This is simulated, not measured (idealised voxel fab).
process module | voxel self aligned contacts
cross-section cut | 215 nm wide | cells 5 nm
A cross-section is a grid of square cells, given in bands from the top down. A band is one or more rows of cells.
Each band's line starts with the height of the band's top and of its bottom, in nm. Then come its materials from left to right, each with its width in nm. One material with "throughout" fills the band from edge to edge. "air" is empty space.
Height 0 is the level under which the wafer as received is all one material. The lowest band goes on downwards, as in "0 down".
A width such as "30 to 40" changes by the same amount from each row of cells to the next, from the band's top row to its bottom row.
"no change" after a step means that no cell of the cross-section changed.
closed voids: empty space of 8 cells or more with no open way to the top, each as width x height at its distance from the left edge, in nm
after a step's settings: what the simulator itself notes on the step
overlay nm, on a step with a mask: how far to the right of its planned place the mask lay; to the left if negative
plan
1 op RECEIVE | material Si
2 op CONFORMAL_DEP | material SiO2 | thk nm 5
3 op DIRECTIONAL_DEP | material polySi | thk nm 20
4 op DIRECTIONAL_DEP | material SiN | thk nm 25
5 op MASKED_ETCH | tone cover | mask id GATE | width nm 25 | pitch nm 60 | etch materials SiN | depth nm 25 | overlay nm 0
6 op MASKED_ETCH | tone cover | mask id GATE | width nm 25 | pitch nm 60 | etch materials polySi | depth nm 20 | overlay nm 0
7 op CONFORMAL_DEP | material SiN | thk nm 10
8 op DIRECTIONAL_ETCH | etch materials SiN | depth nm 10
9 op FILL_DEP | material SiO2 | thk nm 10
10 op CMP | height nm 55
11 op DIRECTIONAL_DEP | material aC | thk nm 10
12 op PATTERN | tone open | mask id CONTACT | material resist | width nm 45 | thk nm 30 | overlay nm 0
13 op DIRECTIONAL_ETCH | etch materials aC | depth nm 10
14 op STRIP | etch materials resist
15 op DIRECTIONAL_ETCH | etch materials SiO2 | depth nm 55
16 op STRIP | etch materials aC
17 op CONFORMAL_DEP | material TiN | thk nm 5
18 op FILL_DEP | material Ru | thk nm 5
19 op CMP | height nm 55
20 op CONFORMAL_DEP | material SiCN | thk nm 5
as received, after step 1
  0 down: Si throughout
  closed voids: none
a wafer at the end: this start, this plan, one mistake
  60 to 55: SiCN throughout
  55 to 25: SiN throughout
  25 to 5: SiN 65 | polySi 25 | SiN 35 | polySi 25 | SiN 65
  5 to 0: SiO2 throughout
  0 down: Si throughout
  closed voids: none
what went wrong: step 9 ran as: op FILL_DEP | material SiN | thk nm 10
